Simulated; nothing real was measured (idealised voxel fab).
The process module presented herein is designated voxel spacer lines.
For reference, the cross-section in this document is cut, with width 210 nm and square cells of 5 nm.
The cross-sections in this document take the form of a grid made of square cells. They are written out as bands, in order from top to bottom. Each band consists of one or more rows of cells.
Heights first: top, then bottom, in nm. Then materials, left to right, each with a width in nm. "all across" on a single material: fills the band edge to edge. "blank": empty space.
Height datum 0, below which the as-received substrate wafer is one material. Lowest band open at the bottom, running downward: "z 0 and below".
Width spec "30->40" -> top row of cells at first value, bottom row at second value, equal per-row change in between.
A step reported as "identical to before" is a step in which no cell of the cross-section changed.
"Closed internal cavities" lists enclosed empty spaces (at least 8 cells, no open path upward to the top), each as width x height at distance from the left edge, in nm.
Past the settings on a step's line: simulator remark, on that step.
You can add "overlay nm" to a step's line. For a step with a mask, it describes how far the mask lay to the right of its planned position, and a negative number describes a lay to the left.

# This section lists the process steps that were planned
1) RECEIVE [material Si]
2) CONFORMAL_DEP [material Al2O3] [thk nm 10]
3) DIRECTIONAL_DEP [material W] [thk nm 15]
4) DIRECTIONAL_DEP [material aC] [thk nm 30]
5) PATTERN [tone cover] [mask id MANDREL] [material resist] [width nm 20] [pitch nm 70] [thk nm 35] [overlay nm 0]
6) DIRECTIONAL_ETCH [etch materials aC] [depth nm 30]
7) STRIP [etch materials resist]
8) CONFORMAL_DEP [material SiO2] [thk nm 15]
9) DIRECTIONAL_ETCH [etch materials SiO2] [depth nm 15]
10) STRIP [etch materials aC]
11) DIRECTIONAL_ETCH [etch materials W] [depth nm 15]
12) STRIP [etch materials SiO2]
13) FILL_DEP [material lowk] [thk nm 10]
14) CMP [height nm 25]

# Delivered wafer in cross-section: state after step 1
  z 0 and below = Si all across
  Closed internal cavities: none

# End-of-module cross-section of the first of two wafers, processed as planned
  z 25 to 10 = lowk: 45  W: 15  lowk: 20  W: 15  lowk: 20  W: 15  lowk: 20  W: 15  lowk: 45
  z 10 to 0 = Al2O3 all across
  z 0 and below = Si all across
  Closed internal cavities: none

# Same start, same plan as the first wafer - but one mistake in the run. Cross-section of the second of the two at the end of the module
  z 25 to 10 = lowk: 35  W: 15  lowk: 20  W: 15  lowk: 20  W: 15  lowk: 20  W: 15  lowk: 55
  z 10 to 0 = Al2O3 all across
  z 0 and below = Si all across
  Closed internal cavities: none
Run error: step 5 did not use the planned setting and instead ran as PATTERN [tone cover] [mask id MANDREL] [material resist] [width nm 20] [pitch nm 70] [thk nm 35] [overlay nm -10]
Upon completion, the cell count for each material on the second wafer equals that on the first, whereas the spatial distribution of those cells differs.
